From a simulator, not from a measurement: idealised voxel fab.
The name of this process module is voxel trench capacitor.
This is section cut - it's 260 nm across, gridded in 5 nm square cells.
When this document writes out a cross-section, it uses a grid of square cells and lists it as bands, beginning at the top and moving down, with a band standing for one or more rows of cells. It is stipulated that each band's entry specify, in nanometres, the height of the top of the band and then that of its bottom, followed by the materials of the band in left-to-right sequence, each together with its width in nanometres. A single material marked by the word "edge to edge" is understood to fill the band from edge to edge; the word "air" is understood to denote empty space. Heights are reckoned from 0. Under this level, the received wafer is all of one material. The bottommost band is open-ended downward, for example "0 nm and below". You'd read "30..40" like this: the band's top row of cells is as wide as the first number, its bottom row is as wide as the second, and going down, every row changes width by the same amount as the row before did. No cell of the cross-section changed in a step that is given as "changes: none". The label "Closed void entries" introduces a list of the empty spaces, 8 cells or larger, that have no open way up to the top; each entry in it reads width x height at distance, where the distance is taken from the left edge and all three are stated in nm. Heads up: the bit after the settings on a step's line is the simulator's remark on that step. Steps that use a mask can have "overlay nm" on their line. It says how far the mask sat to the right of where it was meant to be. Negative means to the left.
-- Intended process steps
| 1 | op RECEIVE | material Si |
| 2 | op CONFORMAL_DEP | material SiN | thk nm 5 |
| 3 | op MASKED_ETCH | tone open | mask id TRENCH | width nm 25 | pitch nm 50 | etch materials SiN | depth nm 5 | overlay nm 0 |
| 4 | op MASKED_ETCH | tone open | mask id TRENCH | width nm 25 | pitch nm 50 | etch materials Si | depth nm 30 | overlay nm 0 |
| 5 | op CONFORMAL_DEP | material SiO2 | thk nm 5 |
| 6 | op FILL_DEP | material polySi | thk nm 10 |
| 7 | op CMP | height nm 5 |
-- Step 1 complete: cross-section of the wafer as received
* 0 nm and below: Si edge to edge
* Closed void entries: none
-- Run as planned - first of the two wafers cross-sectioned at the end of the module
* 5 nm to 0 nm: SiN 90; SiO2 5; polySi 15; SiO2 5; SiN 25; SiO2 5; polySi 15; SiO2 5; SiN 95
* 0 nm to -25 nm: Si 90; SiO2 5; polySi 15; SiO2 5; Si 25; SiO2 5; polySi 15; SiO2 5; Si 95
* -25 nm to -30 nm: Si 90; SiO2 25; Si 25; SiO2 25; Si 95
* -30 nm and below: Si edge to edge
* Closed void entries: none
-- Wafer two (of two), end-of-module cross-section: start = wafer one, plan = wafer one, one run mistake
* 5 nm to 0 nm: SiN 90; SiO2 5; polySi 15; SiO2 5; SiN 25; SiO2 5; polySi 15; SiO2 5; SiN 95
* 0 nm to -35 nm: Si 90; SiO2 5; polySi 15; SiO2 5; Si 25; SiO2 5; polySi 15; SiO2 5; Si 95
* -35 nm to -40 nm: Si 90; SiO2 25; Si 25; SiO2 25; Si 95
* -40 nm and below: Si edge to edge
* Closed void entries: none
Deviation noted in wafer processing: for step 4, the planned setting was not used; the step was instead run as op MASKED_ETCH | tone open | mask id TRENCH | width nm 25 | pitch nm 50 | etch materials Si | depth nm 40 | overlay nm 0
The second wafer ends with more or fewer cells of some materials than the first, per final count: -20 Si | +8 SiO2 | +12 polySi
